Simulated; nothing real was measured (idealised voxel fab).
This section sets out a process module, namely voxel released beams.
Displayed cross-section: cut, width of 145 nm, square cells sized 5 nm.
Heads up, the way a cross-section reads in here is a grid of square cells, handed over as bands from the top down, with every band being one or more rows of cells.
First you get the band's top height and its bottom height, in nm, and then the materials it's made of, left to right, with each width in nm. If you see a single material with "edge to edge", that one covers the band edge to edge. "air" is empty space.
Height reference: 0 = level under which incoming wafer is all one material. Lowest band: no bottom, runs on downward, e.g. "0 -> down".
Quick explanation for "30->40": the width changes in equal steps down the rows of cells, from the first number in the band's top row to the second number in its bottom row.
Step marked "remained unchanged"? Then no cell in the cross-section changed in it.
So "Closed void inventory" is basically the list of trapped voids: any empty space of 8 cells or more that can't reach the top through an opening. They're written width x height at distance, the distance being from the left edge, and it's all nm.
Heads up: the bit after the settings on a step's line is the simulator's remark on that step.
overlay nm: right-of-plan distance of the mask on a masked step; negative values mean left-of-plan.
**This section lists the process steps that were planned**
1: RECEIVE | material Si
2: CONFORMAL_DEP | material Al2O3 | thk nm 5
3: DIRECTIONAL_DEP | material SiO2 | thk nm 20
4: DIRECTIONAL_DEP | material aC | thk nm 10
5: PATTERN | tone open | mask id ANCHOR | material resist | width nm 25 | thk nm 30 | overlay nm 0
6: DIRECTIONAL_ETCH | etch materials aC | depth nm 10
7: STRIP | etch materials resist
8: DIRECTIONAL_ETCH | etch materials SiO2 | depth nm 20
9: STRIP | etch materials aC
10: CONFORMAL_DEP | material polySi | thk nm 10
11: DIRECTIONAL_DEP | material aC | thk nm 15
12: PATTERN | tone cover | mask id BEAM | material resist | width nm 80 | thk nm 30 | overlay nm 0
13: DIRECTIONAL_ETCH | etch materials aC | depth nm 15
14: STRIP | etch materials resist
15: DIRECTIONAL_ETCH | etch materials polySi | depth nm 10
16: STRIP | etch materials aC
17: STRIP | etch materials SiO2
**As-received state of the wafer in cross-section, equivalent to post-step 1**
- 0 -> down | Si edge to edge
- Closed void inventory: none
**First of two wafers: cross-section at end of module, run per plan**
- 35 -> 25 | air 30 nm, then polySi 15 nm, then air 5 nm, then polySi 60 nm, then air 35 nm
- 25 -> 15 | air 35 nm, then polySi 10 nm, then air 5 nm, then polySi 10 nm, then air 85 nm
- 15 -> 5 | air 35 nm, then polySi 25 nm, then air 85 nm
- 5 -> 0 | Al2O3 edge to edge
- 0 -> down | Si edge to edge
- Closed void inventory: none
**End of module, second wafer, cross-section. Started like the first, planned like the first, run with one mistake**
- 35 -> 25 | air 30 nm, then polySi 80 nm, then air 35 nm
- 25 -> 5 | polySi edge to edge
- 5 -> 0 | Al2O3 edge to edge
- 0 -> down | Si edge to edge
- Closed void inventory: none
Nonconformance to the process plan: heads up, step 3 didn't go per plan, it actually ran as DIRECTIONAL_DEP | material polySi | thk nm 20
End check, counted in cells, second wafer has more or fewer of these materials than the first: 100 more of polySi
